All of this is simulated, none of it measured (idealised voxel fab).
Module name: voxel transistor to metal (process module)
Shown is cross-section cut, with a width of 295 nm and square cells of size 5 nm.
We lay out every cross-section as a grid of square cells and spell it out in bands from the top down, where one band means one or more rows of cells.
The entry gives the band's vertical extent as a top height and a bottom height in nm, then its horizontal make-up as materials from left to right, each with a width in nm. "air" stands for empty space; a single material marked "everywhere" fills the band edge to edge.
Heights are expressed relative to 0, this being the level below which the as-received wafer comprises one material exclusively. The lowest band is unbounded in the downward direction and is denoted as in "from 0 down".
With a width like "30 to 40", each row of cells in the band differs from the next by the same amount, the top row carrying the first number and the bottom row the second.
Given "nothing altered" for a step, no cell of the cross-section differs between before and after that step.
"Enclosed void inventory" means: voids of 8 cells or more that are shut off from the top with no open way through. Written width x height at distance, distance from the left edge, in nm.
The remark found on a step's line after its settings is issued by the simulator itself and pertains to that step.
overlay nm, on a step with a mask: how far to the right of its planned place the mask lay; to the left if negative

# The following list gives the planned process steps
step 1: RECEIVE | material Si
step 2: CONFORMAL_DEP | material SiO2 | thk nm 5
step 3: CONFORMAL_DEP | material SiN | thk nm 10
step 4: DIRECTIONAL_DEP | material aC | thk nm 15
step 5: PATTERN | tone cover | mask id ACTIVE | material resist | width nm 115 | pitch nm 145 | thk nm 30 | overlay nm 0
step 6: DIRECTIONAL_ETCH | etch materials aC | depth nm 15
step 7: STRIP | etch materials resist
step 8: DIRECTIONAL_ETCH | etch materials SiN | depth nm 10
step 9: DIRECTIONAL_ETCH | etch materials SiO2 | depth nm 5
step 10: DIRECTIONAL_ETCH | etch materials Si | depth nm 30
step 11: STRIP | etch materials aC
step 12: OXIDIZE | depth nm 5
step 13: FILL_DEP | material SiO2 | thk nm 5
step 14: CMP | height nm 15
step 15: SELECTIVE_ETCH | etch materials SiO2 | depth nm 10
step 16: STRIP | etch materials SiN
step 17: SELECTIVE_ETCH | etch materials SiO2 | depth nm 5
step 18: OXIDIZE | depth nm 5
step 19: DIRECTIONAL_DEP | material polySi | thk nm 20
step 20: DIRECTIONAL_DEP | material SiCN | thk nm 10
step 21: DIRECTIONAL_DEP | material aC | thk nm 15
step 22: PATTERN | tone cover | mask id GATE | material resist | width nm 25 | pitch nm 145 | thk nm 30 | overlay nm 0
step 23: DIRECTIONAL_ETCH | etch materials aC | depth nm 15
step 24: STRIP | etch materials resist
step 25: DIRECTIONAL_ETCH | etch materials SiCN | depth nm 20
step 26: DIRECTIONAL_ETCH | etch materials polySi | depth nm 30
step 27: STRIP | etch materials aC
step 28: CONFORMAL_DEP | material SiN | thk nm 5
step 29: DIRECTIONAL_ETCH | etch materials SiN | depth nm 5
step 30: DIRECTIONAL_ETCH | etch materials SiO2 | depth nm 5
step 31: DIRECTIONAL_ETCH | etch materials Si | depth nm 5
step 32: EPI | material pSi | thk nm 5
step 33: FILL_DEP | material SiO2 | thk nm 5
step 34: CMP | height nm 20
step 35: STRIP | etch materials polySi
step 36: SELECTIVE_ETCH | etch materials SiO2 | depth nm 5
step 37: CONFORMAL_DEP | material HfO2 | thk nm 5
step 38: CONFORMAL_DEP | material TiN | thk nm 5
step 39: FILL_DEP | material W | thk nm 10
step 40: CMP | height nm 15
step 41: DIRECTIONAL_DEP | material SiO2 | thk nm 10
step 42: PATTERN | tone open | mask id CONTACT | material resist | width nm 20 | thk nm 15 | overlay nm 0
step 43: DIRECTIONAL_ETCH | etch materials SiO2 | depth nm 30
step 44: STRIP | etch materials resist
step 45: CONFORMAL_DEP | material TiN | thk nm 5
step 46: FILL_DEP | material W | thk nm 5
step 47: CMP | height nm 25
step 48: CONFORMAL_DEP | material SiN | thk nm 5
step 49: DIRECTIONAL_DEP | material lowk | thk nm 20
step 50: MASKED_ETCH | tone open | mask id METAL_1 | width nm 20 | etch materials lowk | depth nm 20 | overlay nm 0
step 51: MASKED_ETCH | tone open | mask id METAL_1 | width nm 20 | etch materials SiN | depth nm 5 | overlay nm 0
step 52: CONFORMAL_DEP | material TiN | thk nm 5
step 53: FILL_DEP | material Cu | thk nm 5
step 54: CMP | height nm 50
step 55: EPI | material Ru | thk nm 5
step 56: FILL_DEP | material SiCN | thk nm 5
step 57: DIRECTIONAL_DEP | material lowk | thk nm 25
step 58: MASKED_ETCH | tone open | mask id METAL_2_HOLES | width nm 15 | pitch nm 145 | etch materials lowk | depth nm 25 | overlay nm 0
step 59: DIRECTIONAL_DEP | material aC | thk nm 15
step 60: PATTERN | tone open | mask id METAL_2 | material resist | width nm 20 | pitch nm 145 | thk nm 35 | overlay nm 0
step 61: DIRECTIONAL_ETCH | etch materials aC | depth nm 15
step 62: STRIP | etch materials resist
step 63: DIRECTIONAL_ETCH | etch materials lowk | depth nm 15
step 64: DIRECTIONAL_ETCH | etch materials SiCN | depth nm 5
step 65: STRIP | etch materials aC
step 66: CONFORMAL_DEP | material TiN | thk nm 5
step 67: FILL_DEP | material Cu | thk nm 10
step 68: CMP | height nm 85
step 69: CONFORMAL_DEP | material SiN | thk nm 5

# Cross-section: wafer on arrival = after step 1
	from 0 down: Si everywhere
	Enclosed void inventory: none

# Post-module cross-section: identical start and plan to those above, one misstep in execution
	from 90 to 85: SiN everywhere
	from 85 to 75: lowk 25 nm, then TiN 5 nm, then Cu 5 nm, then TiN 5 nm, then lowk 130 nm, then TiN 5 nm, then Cu 5 nm, then TiN 5 nm, then lowk 110 nm
	from 75 to 70: lowk 25 nm, then TiN 15 nm, then lowk 130 nm, then TiN 15 nm, then lowk 110 nm
	from 70 to 60: lowk everywhere
	from 60 to 55: SiCN everywhere
	from 55 to 50: SiCN 20 nm, then Ru 30 nm, then SiCN 45 nm, then Ru 30 nm, then SiCN 40 nm, then Ru 30 nm, then SiCN 45 nm, then Ru 30 nm, then SiCN 25 nm
	from 50 to 30: lowk 25 nm, then TiN 5 nm, then Cu 10 nm, then TiN 5 nm, then lowk 55 nm, then TiN 5 nm, then Cu 10 nm, then TiN 5 nm, then lowk 50 nm, then TiN 5 nm, then Cu 10 nm, then TiN 5 nm, then lowk 55 nm, then TiN 5 nm, then Cu 10 nm, then TiN 5 nm, then lowk 30 nm
	from 30 to 25: SiN 25 nm, then TiN 20 nm, then SiN 55 nm, then TiN 20 nm, then SiN 50 nm, then TiN 20 nm, then SiN 55 nm, then TiN 20 nm, then SiN 30 nm
	from 25 to 15: SiO2 25 nm, then TiN 5 nm, then W 10 nm, then TiN 5 nm, then SiO2 55 nm, then TiN 5 nm, then W 10 nm, then TiN 5 nm, then SiO2 50 nm, then TiN 5 nm, then W 10 nm, then TiN 5 nm, then SiO2 55 nm, then TiN 5 nm, then W 10 nm, then TiN 5 nm, then SiO2 30 nm
	from 15 to 5: SiO2 25 nm, then TiN 5 nm, then W 10 nm, then TiN 5 nm, then SiO2 10 nm, then SiN 5 nm, then HfO2 5 nm, then TiN 5 nm, then W 5 nm, then TiN 5 nm, then HfO2 5 nm, then SiN 5 nm, then SiO2 10 nm, then TiN 5 nm, then W 10 nm, then TiN 5 nm, then SiO2 50 nm, then TiN 5 nm, then W 10 nm, then TiN 5 nm, then SiO2 10 nm, then SiN 5 nm, then HfO2 5 nm, then TiN 5 nm, then W 5 nm, then TiN 5 nm, then HfO2 5 nm, then SiN 5 nm, then SiO2 10 nm, then TiN 5 nm, then W 10 nm, then TiN 5 nm, then SiO2 30 nm
	from 5 to 0: SiO2 25 nm, then TiN 5 nm, then W 10 nm, then TiN 5 nm, then SiO2 10 nm, then SiN 5 nm, then HfO2 5 nm, then TiN 15 nm, then HfO2 5 nm, then SiN 5 nm, then SiO2 10 nm, then TiN 5 nm, then W 10 nm, then TiN 5 nm, then SiO2 50 nm, then TiN 5 nm, then W 10 nm, then TiN 5 nm, then SiO2 10 nm, then SiN 5 nm, then HfO2 5 nm, then TiN 15 nm, then HfO2 5 nm, then SiN 5 nm, then SiO2 10 nm, then TiN 5 nm, then W 10 nm, then TiN 5 nm, then SiO2 30 nm
	from 0 to -5: SiO2 25 nm, then TiN 20 nm, then SiO2 5 nm, then pSi 5 nm, then HfO2 35 nm, then pSi 5 nm, then SiO2 5 nm, then TiN 20 nm, then SiO2 50 nm, then TiN 20 nm, then SiO2 5 nm, then pSi 5 nm, then HfO2 35 nm, then pSi 5 nm, then SiO2 5 nm, then TiN 20 nm, then SiO2 30 nm
	from -5 to -10: SiO2 20 nm, then pSi 35 nm, then Si 35 nm, then pSi 35 nm, then SiO2 40 nm, then pSi 35 nm, then Si 35 nm, then pSi 35 nm, then SiO2 25 nm
	from -10 to -35: SiO2 20 nm, then Si 105 nm, then SiO2 40 nm, then Si 105 nm, then SiO2 25 nm
	from -35 down: Si everywhere
	Enclosed void inventory: none
The mistake made against the process plan was this: it should be noted that step 57 of the plan was executed twice
